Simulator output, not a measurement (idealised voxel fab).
Module name: voxel released beams (process module)
Each square cell in cross-section cut measures 5 nm, and the section as a whole is 140 nm wide.
Cross-section, as written here: a square-cell grid given band by band from the top down, where a band holds one or more rows of cells. Quick guide to a band line: top height, bottom height (nm) up front; then every material left to right with its width in nm. Only one material and it's marked "everywhere"? Then it fills the band edge to edge. And "empty" just means empty space. We count height from 0. Below that, the starting wafer is all one material. The lowest band never ends at the bottom but goes on down; see "0 and below" for how that is written. Note: "30 to 40" means the width goes from the first number (top row of the band) to the second number (bottom row) in equal steps per row of cells. Where a step carries "left unchanged", the cross-section came out of it unchanged, cell for cell. "Enclosed void list" specifies each empty space that is not open to the top and that occupies no fewer than 8 cells, using the form width x height at distance, the distance measured from the left edge and all three quantities in nm. If you see something after the settings on a step's line, that's the simulator's own remark about that step. Each step line may optionally specify "overlay nm", which for a step with a mask gives the rightward distance between the mask's planned place and where it lay, a negative value indicating the leftward direction.
## This section lists the process steps that were planned
1: RECEIVE: material Si
2: CONFORMAL_DEP: material SiN, thk nm 5
3: DIRECTIONAL_DEP: material SiO2, thk nm 10
4: DIRECTIONAL_DEP: material aC, thk nm 15
5: PATTERN: tone open, mask id ANCHOR, material resist, width nm 25, thk nm 30, overlay nm 0
6: DIRECTIONAL_ETCH: etch materials aC, depth nm 15
7: STRIP: etch materials resist
8: DIRECTIONAL_ETCH: etch materials SiO2, depth nm 10
9: STRIP: etch materials aC
10: CONFORMAL_DEP: material W, thk nm 10
11: MASKED_ETCH: tone cover, mask id BEAM, width nm 70, etch materials W, depth nm 10, overlay nm 0
12: STRIP: etch materials SiO2
## On the first of the two wafers: run conducted according to plan
## Received-state cross-section, reflecting completion of step 1
  0 and below = Si everywhere
  Enclosed void list: none
## Take a look at the wafer's cross-section after step 2
  5 down to 0 = SiN everywhere
  Heights below 0 show no change.
## Take a look at the wafer's cross-section after step 3
  15 down to 5 = SiO2 everywhere
  Heights below 5 show no change.
## Take a look at the wafer's cross-section after step 4
  30 down to 15 = aC everywhere
  Heights below 15 show no change.
## Take a look at the wafer's cross-section after step 5
  60 down to 30 = resist=35, then empty=25, then resist=80
  Heights below 30 show no change.
## Take a look at the wafer's cross-section after step 6
  45 down to 30 = resist=35, then empty=25, then resist=80
  30 down to 15 = aC=35, then empty=25, then aC=80
  Heights below 15 show no change.
## Take a look at the wafer's cross-section after step 7
  30 down to 15 = aC=35, then empty=25, then aC=80
  Heights below 15 show no change.
## Take a look at the wafer's cross-section after step 8
  30 down to 15 = aC=35, then empty=25, then aC=80
  15 down to 5 = SiO2=35, then empty=25, then SiO2=80
  Heights below 5 show no change.
## Take a look at the wafer's cross-section after step 9
  15 down to 5 = SiO2=35, then empty=25, then SiO2=80
  Heights below 5 show no change.
## Take a look at the wafer's cross-section after step 10
  25 down to 15 = W=45, then empty=5, then W=90
  15 down to 5 = SiO2=35, then W=25, then SiO2=80
  Heights below 5 show no change.
## Take a look at the wafer's cross-section after step 11
  25 down to 15 = empty=30, then W=15, then empty=5, then W=50, then empty=40
  Heights below 15 show no change.
## Take a look at the wafer's cross-section after step 12
  25 down to 15 = empty=30, then W=15, then empty=5, then W=50, then empty=40
  15 down to 5 = empty=35, then W=25, then empty=80
  Heights below 5 show no change.
## Wafer two: like wafer one in start and plan, but with one mistake in execution; identical up to and including step 1
What the second wafer looks like in cross-section when step 2 should have wrapped up: left unchanged
## What the second wafer looks like in cross-section when step 3 should have wrapped up
  10 down to 0 = SiO2 everywhere
  Heights below 0 show no change.
## What the second wafer looks like in cross-section when step 4 should have wrapped up
  25 down to 10 = aC everywhere
  Heights below 10 show no change.
## What the second wafer looks like in cross-section when step 5 should have wrapped up
  55 down to 25 = resist=35, then empty=25, then resist=80
  Heights below 25 show no change.
## What the second wafer looks like in cross-section when step 6 should have wrapped up
  40 down to 25 = resist=35, then empty=25, then resist=80
  25 down to 10 = aC=35, then empty=25, then aC=80
  Heights below 10 show no change.
## What the second wafer looks like in cross-section when step 7 should have wrapped up
  25 down to 10 = aC=35, then empty=25, then aC=80
  Heights below 10 show no change.
## What the second wafer looks like in cross-section when step 8 should have wrapped up
  25 down to 10 = aC=35, then empty=25, then aC=80
  10 down to 0 = SiO2=35, then empty=25, then SiO2=80
  Heights below 0 show no change.
## What the second wafer looks like in cross-section when step 9 should have wrapped up
  10 down to 0 = SiO2=35, then empty=25, then SiO2=80
  Heights below 0 show no change.
## What the second wafer looks like in cross-section when step 10 should have wrapped up
  20 down to 10 = W=45, then empty=5, then W=90
  10 down to 0 = SiO2=35, then W=25, then SiO2=80
  Heights below 0 show no change.
## What the second wafer looks like in cross-section when step 11 should have wrapped up
  20 down to 10 = empty=30, then W=15, then empty=5, then W=50, then empty=40
  Heights below 10 show no change.
## What the second wafer looks like in cross-section when step 12 should have wrapped up
  20 down to 10 = empty=30, then W=15, then empty=5, then W=50, then empty=40
  10 down to 0 = empty=35, then W=25, then empty=80
  Heights below 0 show no change.
Run error: with respect to the plan, step 2 was omitted and not executed
Final difference in cells, second wafer against first, listed per material as more or fewer: SiN -28
